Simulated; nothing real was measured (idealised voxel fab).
process module | voxel trench capacitor
cross-section cut | 240 nm wide | cells 5 nm
A cross-section is a grid of square cells, given in bands from the top down. A band is one or more rows of cells.
Each band's line starts with the height of the band's top and of its bottom, in nm. Then come its materials from left to right, each with its width in nm. One material with "throughout" fills the band from edge to edge. "air" is empty space.
Height 0 is the level under which the wafer as received is all one material. The lowest band goes on downwards, as in "0 down".
A width such as "30 to 40" changes by the same amount from each row of cells to the next, from the band's top row to its bottom row.
"no change" after a step means that no cell of the cross-section changed.
closed voids: empty space of 8 cells or more with no open way to the top, each as width x height at its distance from the left edge, in nm
after a step's settings: what the simulator itself notes on the step
overlay nm, on a step with a mask: how far to the right of its planned place the mask lay; to the left if negative
plan
1 op RECEIVE | material Si
2 op CONFORMAL_DEP | material SiN | thk nm 5
3 op PATTERN | tone open | mask id TRENCH | material resist | width nm 25 | pitch nm 40 | thk nm 15 | overlay nm 0
4 op DIRECTIONAL_ETCH | etch materials SiN | depth nm 5
5 op DIRECTIONAL_ETCH | etch materials Si | depth nm 40
6 op STRIP | etch materials resist
7 op CONFORMAL_DEP | material Al2O3 | thk nm 5
8 op CONFORMAL_DEP | material TiN | thk nm 5
9 op FILL_DEP | material W | thk nm 5
10 op CMP | height nm 5
varied across the wafers: thk nm of step 8. The plan shows the first wafer's value. All wafers start alike
first wafer as received, after step 1
  0 down: Si throughout
  closed voids: none
first wafer at the end, after step 10
  5 to 0: SiN 45 | Al2O3 5 | TiN 5 | W 5 | TiN 5 | Al2O3 5 | SiN 15 | Al2O3 5 | TiN 5 | W 5 | TiN 5 | Al2O3 5 | SiN 15 | Al2O3 5 | TiN 5 | W 5 | TiN 5 | Al2O3 5 | SiN 15 | Al2O3 5 | TiN 5 | W 5 | TiN 5 | Al2O3 5 | SiN 50
  0 to -30: Si 45 | Al2O3 5 | TiN 5 | W 5 | TiN 5 | Al2O3 5 | Si 15 | Al2O3 5 | TiN 5 | W 5 | TiN 5 | Al2O3 5 | Si 15 | Al2O3 5 | TiN 5 | W 5 | TiN 5 | Al2O3 5 | Si 15 | Al2O3 5 | TiN 5 | W 5 | TiN 5 | Al2O3 5 | Si 50
  -30 to -35: Si 45 | Al2O3 5 | TiN 15 | Al2O3 5 | Si 15 | Al2O3 5 | TiN 15 | Al2O3 5 | Si 15 | Al2O3 5 | TiN 15 | Al2O3 5 | Si 15 | Al2O3 5 | TiN 15 | Al2O3 5 | Si 50
  -35 to -40: Si 45 | Al2O3 25 | Si 15 | Al2O3 25 | Si 15 | Al2O3 25 | Si 15 | Al2O3 25 | Si 50
  -40 down: Si throughout
  closed voids: none
last wafer at the end
  5 to 0: SiN 45 | Al2O3 5 | TiN 15 | Al2O3 5 | SiN 15 | Al2O3 5 | TiN 15 | Al2O3 5 | SiN 15 | Al2O3 5 | TiN 15 | Al2O3 5 | SiN 15 | Al2O3 5 | TiN 15 | Al2O3 5 | SiN 50
  0 to -35: Si 45 | Al2O3 5 | TiN 15 | Al2O3 5 | Si 15 | Al2O3 5 | TiN 15 | Al2O3 5 | Si 15 | Al2O3 5 | TiN 15 | Al2O3 5 | Si 15 | Al2O3 5 | TiN 15 | Al2O3 5 | Si 50
  -35 to -40: Si 45 | Al2O3 25 | Si 15 | Al2O3 25 | Si 15 | Al2O3 25 | Si 15 | Al2O3 25 | Si 50
  -40 down: Si throughout
  closed voids: none
each wafer at the end: cells of each material gained (+) or lost (-) since it was received, then its closed voids
thk nm 5 | +84 Al2O3 | -160 Si | +28 SiN | +68 TiN | +28 W | closed voids: none
thk nm 10 | +84 Al2O3 | -160 Si | +28 SiN | +96 TiN | closed voids: none
thk nm 15 | +84 Al2O3 | -160 Si | +28 SiN | +96 TiN | closed voids: none
thk nm 20 | +84 Al2O3 | -160 Si | +28 SiN | +96 TiN | closed voids: none
